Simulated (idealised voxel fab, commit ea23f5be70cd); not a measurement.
Name of the process module below: voxel lift off
Shown is cross-section cut, with a width of 270 nm and square cells of size 5 nm.
How to read a cross-section here: the picture is a grid of square cells, written as bands going from the top down, and any band can span one or more rows of cells.
In this notation a band is specified by the heights of its top and bottom, in that order and in nm, after which its materials appear from left to right, each paired with its width in nm. The word "edge to edge" attached to a single material means that material fills the band from edge to edge; the word "air" stands for empty space.
Heads up on the height convention: 0 is the point under which the incoming wafer is all one material, and the lowest band has no bottom, it just keeps going down, like "from 0 down".
The expression "30->40" gives the width at the extremes of the band, the first number at its top row of cells and the second at its bottom row, with the width changing by equal amounts from each row to the next in between.
The designation "no modifications", where it is given for a processing step, indicates that no cell of the cross-section was altered in the course of that step.
In the "Trapped cavities" entry, you get each enclosed empty space of 8 cells or more, one with no open way to the top, written width x height at distance, distance from the left edge, in nm.
That trailing text on a step's line, after the settings, is the simulator's own remark on the step.
Each step line may optionally specify "overlay nm", which for a step with a mask gives the rightward distance between the mask's planned place and where it lay, a negative value indicating the leftward direction.

Set out below are the planned steps of the process:
1,RECEIVE: material Si
2,CONFORMAL_DEP: material SiN, thk nm 5
3,PATTERN: tone open, mask id LINES, material resist, width nm 15, pitch nm 45, thk nm 20, overlay nm 0
4,DIRECTIONAL_DEP: material Ru, thk nm 10
5,STRIP: etch materials resist
6,CONFORMAL_DEP: material SiCN, thk nm 10

As-received wafer cross-section (after step 1):
from 0 down: Si edge to edge
Trapped cavities: none

Cross-section: first of two wafers, module finished, run according to plan:
from 25 to 15: air 50 | SiCN 35 | air 10 | SiCN 35 | air 10 | SiCN 35 | air 10 | SiCN 35 | air 50
from 15 to 5: SiCN 60 | Ru 15 | SiCN 30 | Ru 15 | SiCN 30 | Ru 15 | SiCN 30 | Ru 15 | SiCN 60
from 5 to 0: SiN edge to edge
from 0 down: Si edge to edge
Trapped cavities: none

Second wafer at the end: like start, like plan, one mistake:
from 30 to 20: air 50 | SiCN 35 | air 10 | SiCN 35 | air 10 | SiCN 35 | air 10 | SiCN 35 | air 50
from 20 to 15: air 50 | SiCN 10 | Ru 15 | SiCN 10 | air 10 | SiCN 10 | Ru 15 | SiCN 10 | air 10 | SiCN 10 | Ru 15 | SiCN 10 | air 10 | SiCN 10 | Ru 15 | SiCN 10 | air 50
from 15 to 5: SiCN 60 | Ru 15 | SiCN 30 | Ru 15 | SiCN 30 | Ru 15 | SiCN 30 | Ru 15 | SiCN 60
from 5 to 0: SiN edge to edge
from 0 down: Si edge to edge
Trapped cavities: none
What was done differently from what was planned? in deviation from the planned setting, step 4 was conducted as DIRECTIONAL_DEP: material Ru, thk nm 15
Upon completion, the second wafer contains, in terms of cells, a greater or smaller amount of certain materials than the first wafer: 12 more of Ru | 16 more of SiCN
